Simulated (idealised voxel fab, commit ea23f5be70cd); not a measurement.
This is a process module. Its name is voxel released beams.
This is section cut - it's 160 nm across, gridded in 5 nm square cells.
A cross-section in this document is a grid of square cells, and it is written down as bands, the top band listed before the ones below it; a band is made up of one or more rows of cells.
Per band: top height and bottom height in nm, followed by the left-to-right materials and their widths in nm; "throughout" marks a single material spanning edge to edge, "air" marks empty space.
Convention: height 0 is the level below which the wafer, as received, is all one material. The lowest band does not terminate at the bottom but continues downward, represented as "0 -> down".
Graded width ("30 to 40"): value in top row of band = first number; value in bottom row = second number; row-to-row change constant.
The cross-section has no changed cell in any step marked "no alterations made".
Reported under the label "Completely sealed voids" are the empty spaces having no open way to the top and comprising 8 cells or more; the notation for each is width x height at distance, in which the distance is measured from the left edge and all three values are in nm.
after a step's settings: what the simulator itself notes on the step
overlay nm: right-of-plan distance of the mask on a masked step; negative values mean left-of-plan.
# The process steps that were planned are listed below
step 1: RECEIVE, material Si
step 2: CONFORMAL_DEP, material SiN, thk nm 5
step 3: DIRECTIONAL_DEP, material SiO2, thk nm 10
step 4: DIRECTIONAL_DEP, material aC, thk nm 10
step 5: PATTERN, tone open, mask id ANCHOR, material resist, width nm 30, thk nm 30, overlay nm 0
step 6: DIRECTIONAL_ETCH, etch materials aC, depth nm 10
step 7: STRIP, etch materials resist
step 8: DIRECTIONAL_ETCH, etch materials SiO2, depth nm 10
step 9: STRIP, etch materials aC
step 10: CONFORMAL_DEP, material polySi, thk nm 10
step 11: PATTERN, tone cover, mask id BEAM, material resist, width nm 105, thk nm 15, overlay nm 0
step 12: DIRECTIONAL_ETCH, etch materials polySi, depth nm 10
step 13: STRIP, etch materials resist
step 14: STRIP, etch materials SiO2
# First of two wafers, processed according to plan
# The cross-section here shows the wafer as received, i.e. in its state after step 1
- 0 -> down  Si throughout
- Completely sealed voids: none
# Step 2 complete: cross-section through the wafer
- 5 -> 0  SiN throughout
- Below 0 it's all the same as before, nothing changed down there.
# Step 3 complete: cross-section through the wafer
- 15 -> 5  SiO2 throughout
- Below 5 it's all the same as before, nothing changed down there.
# Step 4 complete: cross-section through the wafer
- 25 -> 15  aC throughout
- Below 15 it's all the same as before, nothing changed down there.
# Step 5 complete: cross-section through the wafer
- 55 -> 25  resist 30 nm  air 30 nm  resist 100 nm
- Below 25 it's all the same as before, nothing changed down there.
# Step 6 complete: cross-section through the wafer
- 45 -> 25  resist 30 nm  air 30 nm  resist 100 nm
- 25 -> 15  aC 30 nm  air 30 nm  aC 100 nm
- Below 15 it's all the same as before, nothing changed down there.
# Step 7 complete: cross-section through the wafer
- 25 -> 15  aC 30 nm  air 30 nm  aC 100 nm
- Below 15 it's all the same as before, nothing changed down there.
# Step 8 complete: cross-section through the wafer
- 25 -> 15  aC 30 nm  air 30 nm  aC 100 nm
- 15 -> 5  SiO2 30 nm  air 30 nm  SiO2 100 nm
- Below 5 it's all the same as before, nothing changed down there.
# Step 9 complete: cross-section through the wafer
- 15 -> 5  SiO2 30 nm  air 30 nm  SiO2 100 nm
- Below 5 it's all the same as before, nothing changed down there.
# Step 10 complete: cross-section through the wafer
- 25 -> 15  polySi 40 nm  air 10 nm  polySi 110 nm
- 15 -> 5  SiO2 30 nm  polySi 30 nm  SiO2 100 nm
- Below 5 it's all the same as before, nothing changed down there.
# Step 11 complete: cross-section through the wafer
- 40 -> 25  air 25 nm  resist 105 nm  air 30 nm
- 25 -> 15  polySi 40 nm  resist 10 nm  polySi 110 nm
- Below 15 it's all the same as before, nothing changed down there.
# Step 12 complete: cross-section through the wafer
- 40 -> 25  air 25 nm  resist 105 nm  air 30 nm
- 25 -> 15  air 25 nm  polySi 15 nm  resist 10 nm  polySi 80 nm  air 30 nm
- Below 15 it's all the same as before, nothing changed down there.
# Step 13 complete: cross-section through the wafer
- 25 -> 15  air 25 nm  polySi 15 nm  air 10 nm  polySi 80 nm  air 30 nm
- Below 15 it's all the same as before, nothing changed down there.
# Step 14 complete: cross-section through the wafer
- 25 -> 15  air 25 nm  polySi 15 nm  air 10 nm  polySi 80 nm  air 30 nm
- 15 -> 5  air 30 nm  polySi 30 nm  air 100 nm
- Below 5 it's all the same as before, nothing changed down there.
# Second wafer, same starting conditions and recipe as the first, one mistake in executing it, nothing differs from the first up to and including step 13
# Look at the second wafer in cross-section at the time step 14 ought to have finished
- 25 -> 15  air 25 nm  polySi 15 nm  air 10 nm  polySi 80 nm  air 30 nm
- 15 -> 5  air 30 nm  polySi 30 nm  air 100 nm
- Below 5 it's all the same as before, nothing changed down there.
Want to know what went wrong? execution of plan step 14 occurred twice
Upon completion, the cross-sectional profiles of the two wafers are identical; consequently, the error exerts no influence on the quantities computed by this model.
